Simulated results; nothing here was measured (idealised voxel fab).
The document below concerns the process module designated voxel tone inversion.
The cross-section shown here is cut; it is 250 nm wide and divided into square cells measuring 5 nm on a side.
Each cross-section below is a grid of square cells, stated as bands in top-down order, with one or more rows of cells making up each band.
The band entry comprises the height of the band's top followed by the height of its bottom, expressed in nm, and subsequently the band's materials from left to right, each stated together with its width in nm. Where a single material is marked with the word "full width", that material fills the band from edge to edge. The word "empty" represents empty space.
The level at which height equals 0 is the one under which the wafer, as it arrives, is entirely one material. No lower edge exists for the bottom band, which continues downward and is notated as in "z 0 and below".
A width given as "30 to 40" starts at the first number in the band's top row and ends at the second number in its bottom row, shifting by an equal amount at every step from row to row.
It should be understood that the words "nothing altered", when stated for a given step, signify that the cross-section underwent no change in any of its cells during that step.
"Sealed void list" enumerates empty spaces isolated from the top, with no open way to it, that contain at least 8 cells, giving each as width x height at distance from the left edge, all three in nm.
Post-settings text on a step line: simulator's own remark regarding the step.
overlay nm: for a step with a mask, the amount by which the mask lay right of where it was planned; a negative amount means left of it.
Here's what the planned process steps look like:
- 1: RECEIVE [material Si]
- 2: CONFORMAL_DEP [material SiN] [thk nm 10]
- 3: DIRECTIONAL_DEP [material polySi] [thk nm 25]
- 4: PATTERN [tone cover] [mask id POSTS] [material resist] [width nm 15] [pitch nm 45] [thk nm 35] [overlay nm 0]
- 5: DIRECTIONAL_ETCH [etch materials polySi] [depth nm 25]
- 6: STRIP [etch materials resist]
- 7: FILL_DEP [material SiO2] [thk nm 10]
- 8: CMP [height nm 35]
- 9: STRIP [etch materials polySi]
- 10: CONFORMAL_DEP [material TiN] [thk nm 5]
- 11: FILL_DEP [material Ru] [thk nm 10]
- 12: CMP [height nm 35]
- 13: CONFORMAL_DEP [material SiN] [thk nm 5]
What sets these wafers apart? The width nm at step 4. They all start alike, and the plan carries the first wafer's value.
This is how the first of several wafers looked in cross-section when it arrived, which is after step 1:
    z 0 and below = Si full width
    Sealed void list: none
Once step 13, the last step, is complete, the module is at its end; this is the cross-section of the first of several wafers:
    z 40 to 35 = SiN full width
    z 35 to 15 = SiO2 70, TiN 5, Ru 5, TiN 5, SiO2 30, TiN 5, Ru 5, TiN 5, SiO2 30, TiN 5, Ru 5, TiN 5, SiO2 75
    z 15 to 10 = SiO2 70, TiN 15, SiO2 30, TiN 15, SiO2 30, TiN 15, SiO2 75
    z 10 to 0 = SiN full width
    z 0 and below = Si full width
    Sealed void list: none
Last wafer, end of module, cross-section:
    z 40 to 35 = SiN full width
    z 35 to 15 = SiO2 65, TiN 5, Ru 20, TiN 5, SiO2 15, TiN 5, Ru 20, TiN 5, SiO2 15, TiN 5, Ru 20, TiN 5, SiO2 65
    z 15 to 10 = SiO2 65, TiN 30, SiO2 15, TiN 30, SiO2 15, TiN 30, SiO2 65
    z 10 to 0 = SiN full width
    z 0 and below = Si full width
    Sealed void list: none
Basically each wafer gets a line in the table, showing it at the end of the module: material by material, the cells it gained (+) or lost (-) since we got it, then its closed voids:
width nm 15, +12 Ru, +150 SiN, +205 SiO2, +33 TiN, Sealed void list: none
width nm 20, +24 Ru, +150 SiN, +190 SiO2, +36 TiN, Sealed void list: none
width nm 25, +36 Ru, +150 SiN, +175 SiO2, +39 TiN, Sealed void list: none
width nm 30, +48 Ru, +150 SiN, +160 SiO2, +42 TiN, Sealed void list: none
